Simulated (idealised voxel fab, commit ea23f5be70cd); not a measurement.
Herein follows the process module entitled voxel quadruple lines.
Section cut is 260 nm wide and gridded with 5 nm square cells.
Cross-section format: a grid of square cells, given as bands from top to bottom; each band is one or more rows of cells.
In this notation a band is specified by the heights of its top and bottom, in that order and in nm, after which its materials appear from left to right, each paired with its width in nm. The word "edge to edge" attached to a single material means that material fills the band from edge to edge; the word "blank" stands for empty space.
For the purposes of this specification, 0 denotes the height below which the wafer in its as-received condition is composed wholly of one material, and the lowermost band, lacking a lower limit, extends downward without end, as expressed in "0..down".
The width entry "30..40" should be interpreted row by row: the top row of cells in the band takes the first number, the bottom row takes the second number, and the change between adjacent rows is uniform throughout.
You'll sometimes find "no change" written for a step, and that's the way of saying that nowhere in the cross-section did a cell change during that step.
You'll see "Closed cavity list" listing empty spaces that have no way open to the top, as long as they're 8 cells or more; the notation is width x height at distance, where the distance is from the left edge, and all of it is in nm.
On each step's line, the part that comes after the settings is the simulator's own comment on the step.
What "overlay nm" on a step's line means: if the step has a mask, that mask lay this far to the right of its planned place, or, when the value is negative, to the left.

[Process steps - plan]
1: RECEIVE,material Si
2: CONFORMAL_DEP,material Al2O3,thk nm 5
3: DIRECTIONAL_DEP,material W,thk nm 15
4: DIRECTIONAL_DEP,material polySi,thk nm 20
5: DIRECTIONAL_DEP,material aC,thk nm 20
6: PATTERN,tone cover,mask id MANDREL,material resist,width nm 20,thk nm 30,overlay nm 0
7: DIRECTIONAL_ETCH,etch materials aC,depth nm 20
8: STRIP,etch materials resist
9: CONFORMAL_DEP,material SiO2,thk nm 10
10: DIRECTIONAL_ETCH,etch materials SiO2,depth nm 10
11: STRIP,etch materials aC
12: DIRECTIONAL_ETCH,etch materials polySi,depth nm 20
13: STRIP,etch materials SiO2
14: CONFORMAL_DEP,material SiCN,thk nm 5
15: DIRECTIONAL_ETCH,etch materials SiCN,depth nm 5
16: STRIP,etch materials polySi
17: DIRECTIONAL_ETCH,etch materials W,depth nm 15
18: STRIP,etch materials SiCN

[Wafer as received: cross-section following step 1]
0..down | Si edge to edge
Closed cavity list: none

[Run as planned - first of the two wafers cross-sectioned at the end of the module]
20..5 | 105 of blank / 5 of W / 10 of blank / 5 of W / 10 of blank / 5 of W / 10 of blank / 5 of W / 105 of blank
5..0 | Al2O3 edge to edge
0..down | Si edge to edge
Closed cavity list: none

[Second wafer of the two, sectioned at the end of the module. It began like the first and followed the same plan, but one mistake was made while running it]
40..20 | aC edge to edge
20..5 | W edge to edge
5..0 | Al2O3 edge to edge
0..down | Si edge to edge
Closed cavity list: none
Want to know what went wrong? the executed order of steps 4 and 5 is the reverse of that specified in the plan, each step having taken the other's position
Final wafer comparison in cells, second versus first, more or fewer per material: 144 more of W, 208 more of aC
